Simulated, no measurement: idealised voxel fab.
The process module presented herein is designated voxel self aligned vias.
We display cut, a cross-section 180 nm in width whose square cells are each 5 nm.
When this document writes out a cross-section, it uses a grid of square cells and lists it as bands, beginning at the top and moving down, with a band standing for one or more rows of cells.
In this notation a band is specified by the heights of its top and bottom, in that order and in nm, after which its materials appear from left to right, each paired with its width in nm. The word "all across" attached to a single material means that material fills the band from edge to edge; the word "blank" stands for empty space.
Basically, 0 is our baseline, since under it the wafer straight out of the box is all one material. The bottom band has no lower end and keeps on going down, so it looks like "z 0 and below".
Per-row width for "30->40": begins at first number (top row of band), ends at second number (bottom row), increment between rows held constant.
"no alterations made" (step): cross-section cells unchanged, all of them.
Closed empty spaces (no open way to the top) of 8 cells or more are what "Entrapped void list" lists, each as width x height at distance from the left edge, nm for all three.
What comes after the settings on a step's line is commentary from the simulator itself on that step.
A step line may carry the setting "overlay nm", which, for steps involving a mask, states the distance by which the mask lay to the right of its intended position; negative values denote displacement to the left.

Planned step list for the process:
1) RECEIVE, material Si
2) CONFORMAL_DEP, material SiO2, thk nm 10
3) CONFORMAL_DEP, material SiCN, thk nm 5
4) DIRECTIONAL_DEP, material SiO2, thk nm 20
5) MASKED_ETCH, tone open, mask id LINES, width nm 25, pitch nm 70, etch materials SiO2, depth nm 20, overlay nm 0
6) CONFORMAL_DEP, material TiN, thk nm 5
7) FILL_DEP, material W, thk nm 10
8) CMP, height nm 35
9) SELECTIVE_ETCH, etch materials W Ru TiN, depth nm 5
10) FILL_DEP, material SiN, thk nm 10
11) CMP, height nm 35
12) DIRECTIONAL_DEP, material SiO2, thk nm 20
13) PATTERN, tone open, mask id VIAS, material resist, width nm 45, pitch nm 70, thk nm 15, overlay nm -15
14) DIRECTIONAL_ETCH, etch materials SiO2, depth nm 20
15) DIRECTIONAL_ETCH, etch materials SiN, depth nm 5
16) STRIP, etch materials resist
17) CONFORMAL_DEP, material TiN, thk nm 5
18) FILL_DEP, material Cu, thk nm 10
19) CMP, height nm 55
20) CONFORMAL_DEP, material SiN, thk nm 5
The plan's step 13 overlay nm is the first wafer's value; the wafers differ in this setting and start identical.

First of several wafers (as received, post step 1), cross-sectional view:
    z 0 and below: Si all across
    Entrapped void list: none

At the end of the module, after its last step, step 20, the first of several wafers appears in cross-section as follows:
    z 60 to 55: SiN all across
    z 55 to 40: 15 of SiO2 | 5 of TiN | 35 of Cu | 5 of TiN | 25 of SiO2 | 5 of TiN | 35 of Cu | 5 of TiN | 50 of SiO2
    z 40 to 35: 15 of SiO2 | 30 of TiN | 10 of Cu | 5 of TiN | 25 of SiO2 | 30 of TiN | 10 of Cu | 5 of TiN | 50 of SiO2
    z 35 to 30: 40 of SiO2 | 20 of TiN | 5 of SiN | 45 of SiO2 | 20 of TiN | 5 of SiN | 45 of SiO2
    z 30 to 20: 40 of SiO2 | 5 of TiN | 15 of W | 5 of TiN | 45 of SiO2 | 5 of TiN | 15 of W | 5 of TiN | 45 of SiO2
    z 20 to 15: 40 of SiO2 | 25 of TiN | 45 of SiO2 | 25 of TiN | 45 of SiO2
    z 15 to 10: SiCN all across
    z 10 to 0: SiO2 all across
    z 0 and below: Si all across
    Entrapped void list: none

End of module: cross-section, last of several wafers:
    z 60 to 55: SiN all across
    z 55 to 40: 45 of SiO2 | 5 of TiN | 35 of Cu | 5 of TiN | 25 of SiO2 | 5 of TiN | 35 of Cu | 5 of TiN | 20 of SiO2
    z 40 to 35: 45 of SiO2 | 5 of TiN | 10 of Cu | 30 of TiN | 25 of SiO2 | 5 of TiN | 10 of Cu | 30 of TiN | 20 of SiO2
    z 35 to 30: 40 of SiO2 | 5 of SiN | 20 of TiN | 45 of SiO2 | 5 of SiN | 20 of TiN | 45 of SiO2
    z 30 to 20: 40 of SiO2 | 5 of TiN | 15 of W | 5 of TiN | 45 of SiO2 | 5 of TiN | 15 of W | 5 of TiN | 45 of SiO2
    z 20 to 15: 40 of SiO2 | 25 of TiN | 45 of SiO2 | 25 of TiN | 45 of SiO2
    z 15 to 10: SiCN all across
    z 10 to 0: SiO2 all across
    z 0 and below: Si all across
    Entrapped void list: none

Tabulated below, wafer by wafer, are the end-of-module results: for each material, the number of cells gained (+) or lost (-) relative to the as-received state, followed by the closed voids:
overlay nm -15; +46 Cu; +36 SiCN; +38 SiN; +248 SiO2; +52 TiN; +12 W; Entrapped void list: none
overlay nm -10; +48 Cu; +36 SiCN; +36 SiN; +248 SiO2; +52 TiN; +12 W; Entrapped void list: none
overlay nm -5; +48 Cu; +36 SiCN; +36 SiN; +248 SiO2; +52 TiN; +12 W; Entrapped void list: none
overlay nm 0; +48 Cu; +36 SiCN; +36 SiN; +248 SiO2; +52 TiN; +12 W; Entrapped void list: none
overlay nm 5; +48 Cu; +36 SiCN; +36 SiN; +248 SiO2; +52 TiN; +12 W; Entrapped void list: none
overlay nm 10; +48 Cu; +36 SiCN; +36 SiN; +248 SiO2; +52 TiN; +12 W; Entrapped void list: none
overlay nm 15; +46 Cu; +36 SiCN; +38 SiN; +248 SiO2; +52 TiN; +12 W; Entrapped void list: none
